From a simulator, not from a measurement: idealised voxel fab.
The process module that follows is named voxel gate over fins.
Cross-section cut spans 180 nm and uses square cells 5 nm in size.
How to read a cross-section here: the picture is a grid of square cells, written as bands going from the top down, and any band can span one or more rows of cells.
In this notation a band is specified by the heights of its top and bottom, in that order and in nm, after which its materials appear from left to right, each paired with its width in nm. The word "full width" attached to a single material means that material fills the band from edge to edge; the word "blank" stands for empty space.
Heads up on the height convention: 0 is the point under which the incoming wafer is all one material, and the lowest band has no bottom, it just keeps going down, like "0 and below".
The notation "30->40" denotes a width that varies across the rows of cells in the band, beginning at the first number in the top row, finishing at the second number in the bottom row, and changing by an identical amount from each row to the next.
"no modification" means the step left every cell of the cross-section as it was.
Listed in "Closed voids list": every empty space of 8 or more cells without an open way to the top. Form: width x height at distance, the distance being from the left edge, all in nm.
Step line, after settings: the simulator's comment on this step.
If you see "overlay nm" on a step's line and that step has a mask, it's telling you how far right of where it was planned the mask ended up; a negative number means it went left instead.

## The planned process steps are enumerated hereunder
step 1: op RECEIVE | material Si
step 2: op CONFORMAL_DEP | material SiN | thk nm 5
step 3: op PATTERN | tone cover | mask id FINS | material resist | width nm 15 | pitch nm 35 | thk nm 15 | overlay nm 0
step 4: op DIRECTIONAL_ETCH | etch materials SiN | depth nm 5
step 5: op DIRECTIONAL_ETCH | etch materials Si | depth nm 35
step 6: op STRIP | etch materials resist
step 7: op FILL_DEP | material SiO2 | thk nm 5
step 8: op CMP | height nm 5
step 9: op SELECTIVE_ETCH | etch materials SiO2 | depth nm 15
step 10: op STRIP | etch materials SiN
step 11: op CONFORMAL_DEP | material HfO2 | thk nm 5
step 12: op CONFORMAL_DEP | material TiN | thk nm 5
step 13: op FILL_DEP | material W | thk nm 10
step 14: op CMP | height nm 15
step 15: op CONFORMAL_DEP | material SiN | thk nm 5

## Cross-section of the incoming wafer, state after step 1
0 and below | Si full width
Closed voids list: none

## End-of-module cross-section. Starting structure and process plan as above; one mistake made in running it
20 down to 15 | SiN full width
15 down to 10 | W full width
10 down to 5 | W=35  TiN=110  W=35
5 down to 0 | W=35  TiN=5  HfO2=30  TiN=5  HfO2=30  TiN=5  HfO2=30  TiN=5  W=35
0 down to -5 | TiN=40  HfO2=5  Si=20  HfO2=5  TiN=5  HfO2=5  Si=20  HfO2=5  TiN=5  HfO2=5  Si=20  HfO2=5  TiN=40
-5 down to -10 | HfO2=45  Si=20  HfO2=15  Si=20  HfO2=15  Si=20  HfO2=45
-10 down to -35 | SiO2=45  Si=20  SiO2=15  Si=20  SiO2=15  Si=20  SiO2=45
-35 and below | Si full width
Closed voids list: none
Finding, execution versus plan: step 3 was processed under conditions differing from the plan, specifically as op PATTERN | tone cover | mask id FINS | material resist | width nm 20 | pitch nm 35 | thk nm 15 | overlay nm 0
